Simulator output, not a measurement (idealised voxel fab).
This is a process module. Its name is voxel released beams.
The width of the displayed cross-section, cut, is 225 nm; its cells are square, with a size of 5 nm.
Cross-sections here: square-cell grids, written as top-down lists of bands, a band being one or more rows of cells. The band entry comprises the height of the band's top followed by the height of its bottom, expressed in nm, and subsequently the band's materials from left to right, each stated together with its width in nm. Where a single material is marked with the word "all across", that material fills the band from edge to edge. The word "air" represents empty space. Heights from 0 (as-received wafer is one material below). Bottom band endless downward, as "0 nm and below". The width entry "30->40" should be interpreted row by row: the top row of cells in the band takes the first number, the bottom row takes the second number, and the change between adjacent rows is uniform throughout. Given "no modification" for a step, no cell of the cross-section differs between before and after that step. You'll see "Fully sealed voids" listing empty spaces that have no way open to the top, as long as they're 8 cells or more; the notation is width x height at distance, where the distance is from the left edge, and all of it is in nm. It should be noted that, on the line of a given step, the content following the step's settings is a remark produced by the simulator itself with respect to that step. The setting "overlay nm" may be written on the line of a step. When the step uses a mask, the value reports how far to the right of the planned place the mask lay, and a negative value reports that it lay to the left.
**So here's the lineup of process steps we planned**
1,RECEIVE: material Si
2,CONFORMAL_DEP: material Al2O3, thk nm 5
3,DIRECTIONAL_DEP: material SiO2, thk nm 15
4,MASKED_ETCH: tone open, mask id ANCHOR, width nm 35, etch materials SiO2, depth nm 15, overlay nm 0
5,CONFORMAL_DEP: material SiN, thk nm 10
6,MASKED_ETCH: tone cover, mask id BEAM, width nm 100, etch materials SiN, depth nm 10, overlay nm -15
7,STRIP: etch materials SiO2
Variable across wafers: step 6 overlay nm (plan value is that of the first wafer; starting state common to all).
**Cut through the first of several wafers as received, post step 1**
* 0 nm and below | Si all across
* Fully sealed voids: none
**Quick key for the table: a row per wafer, taken at the end of the module. For each material it tells you how many cells the wafer gained (+) or lost (-) since it came in, and the closed voids come after**
overlay nm -15; +45 Al2O3; +52 SiN; Fully sealed voids: none
overlay nm -10; +45 Al2O3; +52 SiN; Fully sealed voids: none
overlay nm -5; +45 Al2O3; +52 SiN; Fully sealed voids: none
overlay nm 0; +45 Al2O3; +52 SiN; Fully sealed voids: none
overlay nm 5; +45 Al2O3; +52 SiN; Fully sealed voids: none
overlay nm 10; +45 Al2O3; +52 SiN; Fully sealed voids: none
overlay nm 15; +45 Al2O3; +52 SiN; Fully sealed voids: none
